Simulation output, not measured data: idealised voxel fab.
The process module that follows is named voxel capacitor over wiring.
Square cell edge 5 nm, section width 290 nm, ID cut.
Reading order for cross-sections: top band down to bottom band. Underlying form: a grid of square cells. Band size: one or more rows of cells. The band entry comprises the height of the band's top followed by the height of its bottom, expressed in nm, and subsequently the band's materials from left to right, each stated together with its width in nm. Where a single material is marked with the word "everywhere", that material fills the band from edge to edge. The word "air" represents empty space. Counting heights begins at 0, where everything beneath is, in the wafer as received, one material. The lowest band has no bottom; it goes on downwards, as "top 0, no bottom" shows. When a width is written as two numbers, as in "30 to 40", the first number is the width in the top row of cells of the band and the second is the width in its bottom row, and the width changes by the same amount from each row to the next. "no alteration" for a step: no cell of the cross-section changed in that step. "Sealed void listing" enumerates empty spaces isolated from the top, with no open way to it, that contain at least 8 cells, giving each as width x height at distance from the left edge, all three in nm. Post-settings text on a step line: simulator's own remark regarding the step. If you see "overlay nm" on a step's line and that step has a mask, it's telling you how far right of where it was planned the mask ended up; a negative number means it went left instead.
Planned step list for the process
1) RECEIVE | material Si
2) CONFORMAL_DEP | material SiO2 | thk nm 10
3) CONFORMAL_DEP | material SiCN | thk nm 5
4) DIRECTIONAL_DEP | material SiO2 | thk nm 25
5) PATTERN | tone open | mask id METAL_1 | material resist | width nm 20 | pitch nm 80 | thk nm 15 | overlay nm 0
6) DIRECTIONAL_ETCH | etch materials SiO2 | depth nm 25
7) DIRECTIONAL_ETCH | etch materials SiCN | depth nm 5
8) STRIP | etch materials resist
9) CONFORMAL_DEP | material TiN | thk nm 5
10) FILL_DEP | material Cu | thk nm 10
11) CMP | height nm 40
12) CONFORMAL_DEP | material SiCN | thk nm 5
13) DIRECTIONAL_DEP | material lowk | thk nm 15
14) MASKED_ETCH | tone open | mask id PLUG_1 | width nm 15 | etch materials lowk | depth nm 15 | overlay nm 0
15) MASKED_ETCH | tone open | mask id PLUG_1 | width nm 15 | etch materials SiCN | depth nm 5 | overlay nm 0
16) CONFORMAL_DEP | material TiN | thk nm 5
17) FILL_DEP | material Cu | thk nm 10
18) CMP | height nm 60
19) DIRECTIONAL_DEP | material TiN | thk nm 10
20) DIRECTIONAL_DEP | material Al2O3 | thk nm 5
21) DIRECTIONAL_DEP | material TiN | thk nm 5
22) DIRECTIONAL_DEP | material aC | thk nm 15
23) PATTERN | tone cover | mask id UPPER_PLATE | material resist | width nm 65 | thk nm 35 | overlay nm 0
24) DIRECTIONAL_ETCH | etch materials aC | depth nm 15
25) STRIP | etch materials resist
26) DIRECTIONAL_ETCH | etch materials TiN | depth nm 5
27) DIRECTIONAL_ETCH | etch materials Al2O3 | depth nm 5
28) STRIP | etch materials aC
29) PATTERN | tone cover | mask id LOWER_PLATE | material resist | width nm 75 | thk nm 20 | overlay nm 0
30) DIRECTIONAL_ETCH | etch materials TiN | depth nm 10
31) STRIP | etch materials resist
32) FILL_DEP | material SiO2 | thk nm 15
33) CMP | height nm 90
34) DIRECTIONAL_DEP | material aC | thk nm 10
35) PATTERN | tone open | mask id PLUG_2 | material resist | width nm 15 | thk nm 25 | overlay nm 0
36) DIRECTIONAL_ETCH | etch materials aC | depth nm 10
37) STRIP | etch materials resist
38) DIRECTIONAL_ETCH | etch materials SiO2 | depth nm 10
39) STRIP | etch materials aC
40) CONFORMAL_DEP | material TiN | thk nm 5
41) FILL_DEP | material Ru | thk nm 5
42) CMP | height nm 90
43) CONFORMAL_DEP | material SiN | thk nm 5
Incoming wafer, cross-sectional view, post step 1
  top 0, no bottom  Si everywhere
  Sealed void listing: none
Sectioned view, first of two wafers, at the close of the module, processed as intended in the plan
  top 95, bottom 90  SiN everywhere
  top 90, bottom 85  110 of SiO2, then 5 of TiN, then 5 of Ru, then 5 of TiN, then 165 of SiO2
  top 85, bottom 75  110 to 100 of SiO2, then 15 to 65 of TiN, then 165 to 125 of SiO2
  top 75, bottom 70  100 of SiO2, then 65 of Al2O3, then 125 of SiO2
  top 70, bottom 60  95 of SiO2, then 75 of TiN, then 120 of SiO2
  top 60, bottom 45  100 of lowk, then 5 of TiN, then 5 of Cu, then 5 of TiN, then 175 of lowk
  top 45, bottom 40  100 of SiCN, then 15 of TiN, then 175 of SiCN
  top 40, bottom 15  95 of SiO2, then 5 of TiN, then 10 of Cu, then 5 of TiN, then 60 of SiO2, then 5 of TiN, then 10 of Cu, then 5 of TiN, then 95 of SiO2
  top 15, bottom 10  95 of SiCN, then 20 of TiN, then 60 of SiCN, then 20 of TiN, then 95 of SiCN
  top 10, bottom 0  SiO2 everywhere
  top 0, no bottom  Si everywhere
  Sealed void listing: none
second wafer at the end: like start, like plan, one mistake
  top 95, bottom 90  SiN everywhere
  top 90, bottom 85  110 of SiO2, then 5 of TiN, then 5 of Ru, then 5 of TiN, then 165 of SiO2
  top 85, bottom 75  110 to 100 of SiO2, then 15 to 65 of TiN, then 165 to 125 of SiO2
  top 75, bottom 70  100 of SiO2, then 65 of Al2O3, then 125 of SiO2
  top 70, bottom 60  95 of SiO2, then 75 of TiN, then 120 of SiO2
  top 60, bottom 45  100 of lowk, then 5 of TiN, then 5 of Cu, then 5 of TiN, then 175 of lowk
  top 45, bottom 40  100 of SiCN, then 15 of TiN, then 175 of SiCN
  top 40, bottom 15  Ru everywhere
  top 15, bottom 10  SiCN everywhere
  top 10, bottom 0  SiO2 everywhere
  top 0, no bottom  Si everywhere
  Sealed void listing: none
Misprocessing identified: step 4 ran differently from the plan; actual operation with settings: DIRECTIONAL_DEP | material Ru | thk nm 25
Materials where the second wafer ends with more or fewer cells than the first: -20 Cu | +290 Ru | +8 SiCN | -250 SiO2 | -28 TiN
